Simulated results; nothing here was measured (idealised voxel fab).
This section sets out a process module, namely voxel tone inversion.
Each square cell in cross-section cut measures 5 nm, and the section as a whole is 225 nm wide.
Format of a cross-section: grid, square cells. Given as bands. Order: top down. Band: one or more rows of cells. This entry defines a band. It first specifies the height of the band's top and the height of its bottom in nm, and then specifies the band's materials from left to right, stating each material with its width in nm. The word "all across" identifies a single material that fills the band from edge to edge, while the word "air" identifies empty space. For the purposes of this specification, 0 denotes the height below which the wafer in its as-received condition is composed wholly of one material, and the lowermost band, lacking a lower limit, extends downward without end, as expressed in "top 0, no bottom". Width spec "30..40" -> top row of cells at first value, bottom row at second value, equal per-row change in between. "nothing altered" for a step: no cell of the cross-section changed in that step. Empty spaces without an open route to the top, at least 8 cells in extent, make up the entry "Enclosed void list"; each is given as width x height at distance, where the distance is measured from the left edge, and all are in nm. Post-settings text on a step line: simulator's own remark regarding the step. overlay nm, on a step with a mask: how far to the right of its planned place the mask lay; to the left if negative.

[The planned process steps are enumerated hereunder]
| 1 | RECEIVE with material Si |
| 2 | CONFORMAL_DEP with material SiCN, thk nm 5 |
| 3 | DIRECTIONAL_DEP with material polySi, thk nm 25 |
| 4 | PATTERN with tone cover, mask id POSTS, material resist, width nm 25, pitch nm 50, thk nm 35, overlay nm 0 |
| 5 | DIRECTIONAL_ETCH with etch materials polySi, depth nm 25 |
| 6 | STRIP with etch materials resist |
| 7 | FILL_DEP with material lowk, thk nm 5 |
| 8 | CMP with height nm 30 |
| 9 | STRIP with etch materials polySi |

[As received (post step 1): cross-section]
* top 0, no bottom = Si all across
* Enclosed void list: none

[Sectioned view, first of two wafers, at the close of the module, processed as intended in the plan]
* top 30, bottom 5 = lowk=75  air=25  lowk=25  air=25  lowk=75
* top 5, bottom 0 = SiCN all across
* top 0, no bottom = Si all across
* Enclosed void list: none

[second wafer at the end: like start, like plan, one mistake]
* top 30, bottom 5 = lowk=65  air=25  lowk=25  air=25  lowk=85
* top 5, bottom 0 = SiCN all across
* top 0, no bottom = Si all across
* Enclosed void list: none
Want to know what went wrong? not per plan at step 4, really ran PATTERN with tone cover, mask id POSTS, material resist, width nm 25, pitch nm 50, thk nm 35, overlay nm -10
End check, second vs first wafer: material counts in cells match, positions do not.
